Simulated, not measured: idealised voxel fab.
process module | voxel wiring stack
cross-section cut | 220 nm wide | cells 5 nm
A cross-section is a grid of square cells, given in bands from the top down. A band is one or more rows of cells.
Each band's line starts with the height of the band's top and of its bottom, in nm. Then come its materials from left to right, each with its width in nm. One material with "throughout" fills the band from edge to edge. "air" is empty space.
Height 0 is the level under which the wafer as received is all one material. The lowest band goes on downwards, as in "0 down".
A width such as "30 to 40" changes by the same amount from each row of cells to the next, from the band's top row to its bottom row.
"no change" after a step means that no cell of the cross-section changed.
closed voids: empty space of 8 cells or more with no open way to the top, each as width x height at its distance from the left edge, in nm
after a step's settings: what the simulator itself notes on the step
overlay nm, on a step with a mask: how far to the right of its planned place the mask lay; to the left if negative
plan
1 op RECEIVE | material Si
2 op CONFORMAL_DEP | material SiO2 | thk nm 10
3 op CONFORMAL_DEP | material SiN | thk nm 5
4 op DIRECTIONAL_DEP | material lowk | thk nm 15
5 op MASKED_ETCH | tone open | mask id METAL_1 | width nm 20 | pitch nm 50 | etch materials lowk | depth nm 15 | overlay nm 0
6 op MASKED_ETCH | tone open | mask id METAL_1 | width nm 20 | pitch nm 50 | etch materials SiN | depth nm 5 | overlay nm 0
7 op CONFORMAL_DEP | material TiN | thk nm 5
8 op FILL_DEP | material Cu | thk nm 5
9 op CMP | height nm 30
10 op CONFORMAL_DEP | material SiCN | thk nm 5
11 op DIRECTIONAL_DEP | material SiO2 | thk nm 10
12 op MASKED_ETCH | tone open | mask id PLUG_1 | width nm 15 | pitch nm 50 | etch materials SiO2 | depth nm 10 | overlay nm 0
13 op MASKED_ETCH | tone open | mask id PLUG_1 | width nm 15 | pitch nm 50 | etch materials SiCN | depth nm 5 | overlay nm 0
14 op EPI | material Ru | thk nm 10
15 op EPI | material Ru | thk nm 5
16 op DIRECTIONAL_DEP | material TiN | thk nm 5
17 op DIRECTIONAL_DEP | material Ru | thk nm 20
18 op DIRECTIONAL_DEP | material aC | thk nm 15
19 op PATTERN | tone cover | mask id METAL_2 | material resist | width nm 20 | pitch nm 50 | thk nm 30 | overlay nm 0
20 op DIRECTIONAL_ETCH | etch materials aC | depth nm 15
21 op STRIP | etch materials resist
22 op DIRECTIONAL_ETCH | etch materials Ru | depth nm 20
23 op DIRECTIONAL_ETCH | etch materials TiN | depth nm 5
24 op STRIP | etch materials aC
25 op CONFORMAL_DEP | material SiN | thk nm 5
26 op FILL_DEP | material lowk | thk nm 10
27 op CMP | height nm 70
28 op CONFORMAL_DEP | material SiCN | thk nm 5
29 op DIRECTIONAL_DEP | material SiO2 | thk nm 10
30 op PATTERN | tone open | mask id PLUG_2 | material resist | width nm 15 | pitch nm 50 | thk nm 15 | overlay nm 0
31 op DIRECTIONAL_ETCH | etch materials SiO2 | depth nm 10
32 op DIRECTIONAL_ETCH | etch materials SiCN | depth nm 5
33 op STRIP | etch materials resist
34 op EPI | material Ru | thk nm 10
35 op EPI | material Ru | thk nm 5
36 op CONFORMAL_DEP | material SiN | thk nm 5
37 op DIRECTIONAL_DEP | material SiO2 | thk nm 25
38 op PATTERN | tone open | mask id METAL_3 | material resist | width nm 20 | pitch nm 50 | thk nm 15 | overlay nm 0
39 op DIRECTIONAL_ETCH | etch materials SiO2 | depth nm 25
40 op DIRECTIONAL_ETCH | etch materials SiN | depth nm 5
41 op STRIP | etch materials resist
42 op CONFORMAL_DEP | material TiN | thk nm 5
43 op FILL_DEP | material Ru | thk nm 5
44 op CMP | height nm 115
45 op CONFORMAL_DEP | material SiCN | thk nm 5
as received, after step 1
  0 down: Si throughout
  closed voids: none
a wafer at the end: this start, this plan, one mistake
  120 to 115: SiCN throughout
  115 to 90: SiO2 75 | TiN 5 | Ru 10 | TiN 5 | SiO2 30 | TiN 5 | Ru 10 | TiN 5 | SiO2 75
  90 to 85: SiN 75 | TiN 20 | SiN 30 | TiN 20 | SiN 75
  85 to 75: SiO2 75 | Ru 15 | SiO2 35 | Ru 15 | SiO2 80
  75 to 70: SiCN 75 | Ru 15 | SiCN 35 | Ru 15 | SiCN 80
  70 to 50: lowk 60 | SiN 5 | Ru 20 | SiN 5 | lowk 20 | SiN 5 | Ru 20 | SiN 5 | lowk 80
  50 to 45: SiN 65 | TiN 20 | SiN 30 | TiN 20 | SiN 85
  45 to 35: SiO2 75 | Ru 15 | SiO2 35 | Ru 15 | SiO2 80
  35 to 30: SiCN 75 | Ru 15 | SiCN 35 | Ru 15 | SiCN 80
  30 to 15: lowk 75 | TiN 5 | Cu 10 | TiN 5 | lowk 30 | TiN 5 | Cu 10 | TiN 5 | lowk 75
  15 to 10: SiN 75 | TiN 20 | SiN 30 | TiN 20 | SiN 75
  10 to 0: SiO2 throughout
  0 down: Si throughout
  closed voids: none
what went wrong: step 19 ran as: op PATTERN | tone cover | mask id METAL_2 | material resist | width nm 20 | pitch nm 50 | thk nm 30 | overlay nm -10
